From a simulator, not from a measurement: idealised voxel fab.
The name of this process module is voxel transistor to metal.
Section shown: cut. Width: 205 nm. Cell size: 5 nm, square.
Bands, listed from the top down, are how a cross-section gets written in this document; the cross-section itself is a grid of square cells, and a band is one or more rows of them. Each band's line starts with the height of the band's top and of its bottom, in nm. Then come its materials from left to right, each with its width in nm. One material with "all across" fills the band from edge to edge. "blank" is empty space. A quick word on heights: they are counted from 0, and under that level the wafer as it came to us is one material throughout. The lowest band is different from the rest in having no bottom; it simply continues downward, written as in "0 and below". Note: "30->40" means the width goes from the first number (top row of the band) to the second number (bottom row) in equal steps per row of cells. "remained the same" means the step left every cell of the cross-section as it was. Each empty space that has no open way to the top and spans at least 8 cells appears under "Closed cavity list" as width x height at distance, the distance counted from the left edge, all in nm. Heads up: the bit after the settings on a step's line is the simulator's remark on that step. For masked steps, "overlay nm" on the step line gives how far right of plan the mask actually lay; a minus sign means it lay to the left.
Planned process steps:
step 1: RECEIVE,material Si
step 2: CONFORMAL_DEP,material SiO2,thk nm 5
step 3: CONFORMAL_DEP,material SiN,thk nm 15
step 4: MASKED_ETCH,tone cover,mask id ACTIVE,width nm 105,etch materials SiN,depth nm 15,overlay nm 0
step 5: MASKED_ETCH,tone cover,mask id ACTIVE,width nm 105,etch materials SiO2,depth nm 5,overlay nm 0
step 6: MASKED_ETCH,tone cover,mask id ACTIVE,width nm 105,etch materials Si,depth nm 35,overlay nm 0
step 7: FILL_DEP,material SiO2,thk nm 15
step 8: CMP,height nm 20
step 9: SELECTIVE_ETCH,etch materials SiO2,depth nm 5
step 10: STRIP,etch materials SiN
step 11: SELECTIVE_ETCH,etch materials SiO2,depth nm 5
step 12: OXIDIZE,depth nm 5
step 13: DIRECTIONAL_DEP,material polySi,thk nm 20
step 14: DIRECTIONAL_DEP,material SiCN,thk nm 15
step 15: DIRECTIONAL_DEP,material aC,thk nm 10
step 16: PATTERN,tone cover,mask id GATE,material resist,width nm 15,thk nm 30,overlay nm 0
step 17: DIRECTIONAL_ETCH,etch materials aC,depth nm 10
step 18: STRIP,etch materials resist
step 19: DIRECTIONAL_ETCH,etch materials SiCN,depth nm 25
step 20: DIRECTIONAL_ETCH,etch materials polySi,depth nm 30
step 21: STRIP,etch materials aC
step 22: CONFORMAL_DEP,material SiO2,thk nm 5
step 23: DIRECTIONAL_ETCH,etch materials SiO2,depth nm 5
step 24: CONFORMAL_DEP,material SiN,thk nm 5
step 25: DIRECTIONAL_ETCH,etch materials SiN,depth nm 5
step 26: DIRECTIONAL_ETCH,etch materials SiO2,depth nm 5
step 27: DIRECTIONAL_ETCH,etch materials Si,depth nm 15
step 28: EPI,material nSi,thk nm 15
step 29: FILL_DEP,material SiO2,thk nm 5
step 30: CMP,height nm 35
step 31: DIRECTIONAL_DEP,material SiO2,thk nm 15
step 32: DIRECTIONAL_DEP,material aC,thk nm 15
step 33: PATTERN,tone open,mask id CONTACT,material resist,width nm 35,pitch nm 60,thk nm 30,overlay nm 0
step 34: DIRECTIONAL_ETCH,etch materials aC,depth nm 15
step 35: STRIP,etch materials resist
step 36: DIRECTIONAL_ETCH,etch materials SiO2,depth nm 40
step 37: STRIP,etch materials aC
step 38: CONFORMAL_DEP,material TiN,thk nm 5
step 39: FILL_DEP,material Ru,thk nm 10
step 40: CMP,height nm 50
step 41: DIRECTIONAL_DEP,material TiN,thk nm 5
step 42: DIRECTIONAL_DEP,material W,thk nm 15
step 43: PATTERN,tone cover,mask id METAL_1,material resist,width nm 20,pitch nm 75,thk nm 15,overlay nm 0
step 44: DIRECTIONAL_ETCH,etch materials W,depth nm 15
step 45: DIRECTIONAL_ETCH,etch materials TiN,depth nm 5
step 46: STRIP,etch materials resist
step 47: FILL_DEP,material lowk,thk nm 5
step 48: CMP,height nm 70
step 49: CONFORMAL_DEP,material SiN,thk nm 5
Here's what the wafer looked like in cross-section when it arrived - that's after step 1:
- 0 and below = Si all across
- Closed cavity list: none
What the wafer looks like in cross-section after this module, when it starts as shown above and follows the plan above but one mistake is made in running it:
- 75 down to 70 = SiN all across
- 70 down to 55 = lowk (55); W (20); lowk (55); W (20); lowk (55)
- 55 down to 50 = lowk (55); TiN (20); lowk (55); TiN (20); lowk (55)
- 50 down to 40 = SiO2 (55); TiN (5); Ru (25); TiN (5); SiO2 (25); TiN (5); Ru (25); TiN (5); SiO2 (55)
- 40 down to 35 = SiO2 (55); TiN (5); Ru (20); TiN (10); SiO2 (25); TiN (10); Ru (20); TiN (5); SiO2 (55)
- 35 down to 20 = SiO2 (55); TiN (5); Ru (20); TiN (5); SiN (5); SiO2 (5); SiCN (15); SiO2 (5); SiN (5); TiN (5); Ru (20); TiN (5); SiO2 (55)
- 20 down to 15 = SiO2 (55); TiN (5); Ru (20); TiN (5); SiN (5); SiO2 (5); polySi (15); SiO2 (5); SiN (5); TiN (5); Ru (20); TiN (5); SiO2 (55)
- 15 down to 10 = SiO2 (55); TiN (30); SiN (5); SiO2 (5); polySi (15); SiO2 (5); SiN (5); TiN (30); SiO2 (55)
- 10 down to 0 = SiO2 (50); SiN (5); nSi (30); SiN (5); SiO2 (5); polySi (15); SiO2 (5); SiN (5); nSi (30); SiN (5); SiO2 (50)
- 0 down to -5 = SiO2 (55); nSi (30); SiO2 (35); nSi (30); SiO2 (55)
- -5 down to -20 = SiO2 (50); Si (5); nSi (30); Si (35); nSi (30); Si (5); SiO2 (50)
- -20 down to -25 = SiO2 (50); Si (105); SiO2 (50)
- -25 and below = Si all across
- Closed cavity list: none
So what did we get wrong on this run? the process deviated at step 6: the operation and settings actually run there were MASKED_ETCH,tone cover,mask id ACTIVE,width nm 105,etch materials Si,depth nm 25,overlay nm 0
